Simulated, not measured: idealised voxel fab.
The document below concerns the process module designated voxel self aligned contacts.
Square cell edge 5 nm, section width 220 nm, ID cut.
Cross-section = grid of square cells, listed top down in bands; band = one or more rows. Top, bottom (nm), then materials left to right with widths (nm); lone material tagged "throughout" fills the whole band edge to edge; "blank" = empty space. Where do heights start? At 0: under that level the wafer as delivered is made of one material only. And the lowest band has no floor; it just carries on downward, as in "from 0 down". Note: "30 to 40" means the width goes from the first number (top row of the band) to the second number (bottom row) in equal steps per row of cells. When a step is marked "nothing altered", none of the cells in the cross-section changed during that step. The entry titled "closed voids" provides the empty spaces that have no open way to the top, restricted to those of 8 cells or more. Each is presented as width x height at distance, the distance being measured from the left edge, with all three in nm. after a step's settings: what the simulator itself notes on the step. overlay nm: step with mask; distance mask lay right of planned place; negative value = left of planned place.
Set out below are the planned steps of the process:
- 1: RECEIVE with material Si
- 2: OXIDIZE with depth nm 5
- 3: DIRECTIONAL_DEP with material polySi, thk nm 20
- 4: DIRECTIONAL_DEP with material SiN, thk nm 15
- 5: PATTERN with tone cover, mask id GATE, material resist, width nm 25, pitch nm 50, thk nm 15, overlay nm 0
- 6: DIRECTIONAL_ETCH with etch materials SiN, depth nm 15
- 7: DIRECTIONAL_ETCH with etch materials polySi, depth nm 20
- 8: STRIP with etch materials resist
- 9: CONFORMAL_DEP with material SiN, thk nm 5
- 10: DIRECTIONAL_ETCH with etch materials SiN, depth nm 5
- 11: FILL_DEP with material SiO2, thk nm 10
- 12: CMP with height nm 40
- 13: PATTERN with tone open, mask id CONTACT, material resist, width nm 35, pitch nm 50, thk nm 15, overlay nm 0
- 14: DIRECTIONAL_ETCH with etch materials SiO2, depth nm 45
- 15: STRIP with etch materials resist
- 16: CONFORMAL_DEP with material TiN, thk nm 5
- 17: FILL_DEP with material Ru, thk nm 10
- 18: CMP with height nm 40
- 19: CONFORMAL_DEP with material SiCN, thk nm 5
Below: the first of two wafers, run as planned:
Wafer as received: cross-section following step 1:
    from 0 down = Si throughout
    closed voids: none
The wafer in cross-section once step 2 is complete:
    from 0 to -5 = SiO2 throughout
    Everything below -5 is unchanged.
The wafer in cross-section once step 3 is complete:
    from 20 to 0 = polySi throughout
    Everything below 0 is unchanged.
The wafer in cross-section once step 4 is complete:
    from 35 to 20 = SiN throughout
    Everything below 20 is unchanged.
The wafer in cross-section once step 5 is complete:
    from 50 to 35 = blank (45) / resist (25) / blank (25) / resist (25) / blank (25) / resist (25) / blank (50)
    Everything below 35 is unchanged.
The wafer in cross-section once step 6 is complete:
    from 50 to 35 = blank (45) / resist (25) / blank (25) / resist (25) / blank (25) / resist (25) / blank (50)
    from 35 to 20 = blank (45) / SiN (25) / blank (25) / SiN (25) / blank (25) / SiN (25) / blank (50)
    Everything below 20 is unchanged.
The wafer in cross-section once step 7 is complete:
    from 50 to 35 = blank (45) / resist (25) / blank (25) / resist (25) / blank (25) / resist (25) / blank (50)
    from 35 to 20 = blank (45) / SiN (25) / blank (25) / SiN (25) / blank (25) / SiN (25) / blank (50)
    from 20 to 0 = blank (45) / polySi (25) / blank (25) / polySi (25) / blank (25) / polySi (25) / blank (50)
    Everything below 0 is unchanged.
The wafer in cross-section once step 8 is complete:
    from 35 to 20 = blank (45) / SiN (25) / blank (25) / SiN (25) / blank (25) / SiN (25) / blank (50)
    Everything below 20 is unchanged.
The wafer in cross-section once step 9 is complete:
    from 40 to 20 = blank (40) / SiN (35) / blank (15) / SiN (35) / blank (15) / SiN (35) / blank (45)
    from 20 to 5 = blank (40) / SiN (5) / polySi (25) / SiN (5) / blank (15) / SiN (5) / polySi (25) / SiN (5) / blank (15) / SiN (5) / polySi (25) / SiN (5) / blank (45)
    from 5 to 0 = SiN (45) / polySi (25) / SiN (25) / polySi (25) / SiN (25) / polySi (25) / SiN (50)
    Everything below 0 is unchanged.
The wafer in cross-section once step 10 is complete:
    from 35 to 20 = blank (40) / SiN (35) / blank (15) / SiN (35) / blank (15) / SiN (35) / blank (45)
    from 20 to 0 = blank (40) / SiN (5) / polySi (25) / SiN (5) / blank (15) / SiN (5) / polySi (25) / SiN (5) / blank (15) / SiN (5) / polySi (25) / SiN (5) / blank (45)
    Everything below 0 is unchanged.
The wafer in cross-section once step 11 is complete:
    from 45 to 35 = SiO2 throughout
    from 35 to 20 = SiO2 (40) / SiN (35) / SiO2 (15) / SiN (35) / SiO2 (15) / SiN (35) / SiO2 (45)
    from 20 to 0 = SiO2 (40) / SiN (5) / polySi (25) / SiN (5) / SiO2 (15) / SiN (5) / polySi (25) / SiN (5) / SiO2 (15) / SiN (5) / polySi (25) / SiN (5) / SiO2 (45)
    Everything below 0 is unchanged.
The wafer in cross-section once step 12 is complete:
    from 40 to 35 = SiO2 throughout
    Everything below 35 is unchanged.
The wafer in cross-section once step 13 is complete:
    from 55 to 40 = resist (65) / blank (35) / resist (15) / blank (35) / resist (70)
    Everything below 40 is unchanged.
The wafer in cross-section once step 14 is complete:
    from 55 to 40 = resist (65) / blank (35) / resist (15) / blank (35) / resist (70)
    from 40 to 35 = SiO2 (65) / blank (35) / SiO2 (15) / blank (35) / SiO2 (70)
    from 35 to 20 = SiO2 (40) / SiN (35) / blank (15) / SiN (35) / blank (15) / SiN (35) / SiO2 (45)
    from 20 to 0 = SiO2 (40) / SiN (5) / polySi (25) / SiN (5) / blank (15) / SiN (5) / polySi (25) / SiN (5) / blank (15) / SiN (5) / polySi (25) / SiN (5) / SiO2 (45)
    from 0 to -5 = SiO2 (75) / blank (15) / SiO2 (35) / blank (15) / SiO2 (80)
    Everything below -5 is unchanged.
The wafer in cross-section once step 15 is complete:
    from 40 to 35 = SiO2 (65) / blank (35) / SiO2 (15) / blank (35) / SiO2 (70)
    Everything below 35 is unchanged.
The wafer in cross-section once step 16 is complete:
    from 45 to 40 = TiN (70) / blank (25) / TiN (25) / blank (25) / TiN (75)
    from 40 to 35 = SiO2 (65) / TiN (15) / blank (5) / TiN (15) / SiO2 (15) / TiN (15) / blank (5) / TiN (15) / SiO2 (70)
    from 35 to 20 = SiO2 (40) / SiN (35) / TiN (5) / blank (5) / TiN (5) / SiN (35) / TiN (5) / blank (5) / TiN (5) / SiN (35) / SiO2 (45)
    from 20 to 0 = SiO2 (40) / SiN (5) / polySi (25) / SiN (5) / TiN (5) / blank (5) / TiN (5) / SiN (5) / polySi (25) / SiN (5) / TiN (5) / blank (5) / TiN (5) / SiN (5) / polySi (25) / SiN (5) / SiO2 (45)
    from 0 to -5 = SiO2 (75) / TiN (15) / SiO2 (35) / TiN (15) / SiO2 (80)
    Everything below -5 is unchanged.
The wafer in cross-section once step 17 is complete:
    from 55 to 45 = Ru throughout
    from 45 to 40 = TiN (70) / Ru (25) / TiN (25) / Ru (25) / TiN (75)
    from 40 to 35 = SiO2 (65) / TiN (15) / Ru (5) / TiN (15) / SiO2 (15) / TiN (15) / Ru (5) / TiN (15) / SiO2 (70)
    from 35 to 20 = SiO2 (40) / SiN (35) / TiN (5) / Ru (5) / TiN (5) / SiN (35) / TiN (5) / Ru (5) / TiN (5) / SiN (35) / SiO2 (45)
    from 20 to 0 = SiO2 (40) / SiN (5) / polySi (25) / SiN (5) / TiN (5) / Ru (5) / TiN (5) / SiN (5) / polySi (25) / SiN (5) / TiN (5) / Ru (5) / TiN (5) / SiN (5) / polySi (25) / SiN (5) / SiO2 (45)
    Everything below 0 is unchanged.
The wafer in cross-section once step 18 is complete:
    from 40 to 35 = SiO2 (65) / TiN (15) / Ru (5) / TiN (15) / SiO2 (15) / TiN (15) / Ru (5) / TiN (15) / SiO2 (70)
    Everything below 35 is unchanged.
The wafer in cross-section once step 19 is complete:
    from 45 to 40 = SiCN throughout
    Everything below 40 is unchanged.
Second of two: same start, same plan, one run error; steps up to and including 8 match the first:
Second wafer cross-section, taken as of the time the plan sets for step 9 to be done: nothing altered
Second wafer cross-section, taken as of the time the plan sets for step 10 to be done:
    from 30 to 20 = blank (45) / SiN (25) / blank (25) / SiN (25) / blank (25) / SiN (25) / blank (50)
    Everything below 20 is unchanged.
Second wafer cross-section, taken as of the time the plan sets for step 11 to be done:
    from 40 to 30 = SiO2 throughout
    from 30 to 20 = SiO2 (45) / SiN (25) / SiO2 (25) / SiN (25) / SiO2 (25) / SiN (25) / SiO2 (50)
    from 20 to 0 = SiO2 (45) / polySi (25) / SiO2 (25) / polySi (25) / SiO2 (25) / polySi (25) / SiO2 (50)
    Everything below 0 is unchanged.
Second wafer cross-section, taken as of the time the plan sets for step 12 to be done: nothing altered
Second wafer cross-section, taken as of the time the plan sets for step 13 to be done:
    from 55 to 40 = resist (65) / blank (35) / resist (15) / blank (35) / resist (70)
    Everything below 40 is unchanged.
Second wafer cross-section, taken as of the time the plan sets for step 14 to be done:
    from 55 to 40 = resist (65) / blank (35) / resist (15) / blank (35) / resist (70)
    from 40 to 30 = SiO2 (65) / blank (35) / SiO2 (15) / blank (35) / SiO2 (70)
    from 30 to 20 = SiO2 (45) / SiN (25) / blank (25) / SiN (25) / blank (25) / SiN (25) / SiO2 (50)
    from 20 to 0 = SiO2 (45) / polySi (25) / blank (25) / polySi (25) / blank (25) / polySi (25) / SiO2 (50)
    from 0 to -5 = SiO2 (70) / blank (25) / SiO2 (25) / blank (25) / SiO2 (75)
    Everything below -5 is unchanged.
Second wafer cross-section, taken as of the time the plan sets for step 15 to be done:
    from 40 to 30 = SiO2 (65) / blank (35) / SiO2 (15) / blank (35) / SiO2 (70)
    Everything below 30 is unchanged.
Second wafer cross-section, taken as of the time the plan sets for step 16 to be done:
    from 45 to 40 = TiN (70) / blank (25) / TiN (25) / blank (25) / TiN (75)
    from 40 to 30 = SiO2 (65) / TiN (5 to 10) / blank (25 to 15) / TiN (5 to 10) / SiO2 (15) / TiN (5 to 10) / blank (25 to 15) / TiN (5 to 10) / SiO2 (70)
    from 30 to 20 = SiO2 (45) / SiN (25) / TiN (5) / blank (15) / TiN (5) / SiN (25) / TiN (5) / blank (15) / TiN (5) / SiN (25) / SiO2 (50)
    from 20 to 0 = SiO2 (45) / polySi (25) / TiN (5) / blank (15) / TiN (5) / polySi (25) / TiN (5) / blank (15) / TiN (5) / polySi (25) / SiO2 (50)
    from 0 to -5 = SiO2 (70) / TiN (25) / SiO2 (25) / TiN (25) / SiO2 (75)
    Everything below -5 is unchanged.
Second wafer cross-section, taken as of the time the plan sets for step 17 to be done:
    from 55 to 45 = Ru throughout
    from 45 to 40 = TiN (70) / Ru (25) / TiN (25) / Ru (25) / TiN (75)
    from 40 to 30 = SiO2 (65) / TiN (5 to 10) / Ru (25 to 15) / TiN (5 to 10) / SiO2 (15) / TiN (5 to 10) / Ru (25 to 15) / TiN (5 to 10) / SiO2 (70)
    from 30 to 20 = SiO2 (45) / SiN (25) / TiN (5) / Ru (15) / TiN (5) / SiN (25) / TiN (5) / Ru (15) / TiN (5) / SiN (25) / SiO2 (50)
    from 20 to 0 = SiO2 (45) / polySi (25) / TiN (5) / Ru (15) / TiN (5) / polySi (25) / TiN (5) / Ru (15) / TiN (5) / polySi (25) / SiO2 (50)
    Everything below 0 is unchanged.
Second wafer cross-section, taken as of the time the plan sets for step 18 to be done:
    from 40 to 30 = SiO2 (65) / TiN (5 to 10) / Ru (25 to 15) / TiN (5 to 10) / SiO2 (15) / TiN (5 to 10) / Ru (25 to 15) / TiN (5 to 10) / SiO2 (70)
    Everything below 30 is unchanged.
Second wafer cross-section, taken as of the time the plan sets for step 19 to be done:
    from 45 to 40 = SiCN throughout
    Everything below 40 is unchanged.
Misprocessing identified: the plan's step 9 went unexecuted, having been skipped
Upon completion, the second wafer contains, in terms of cells, a greater or smaller amount of certain materials than the first wafer: Ru +36; SiN -57; SiO2 +21
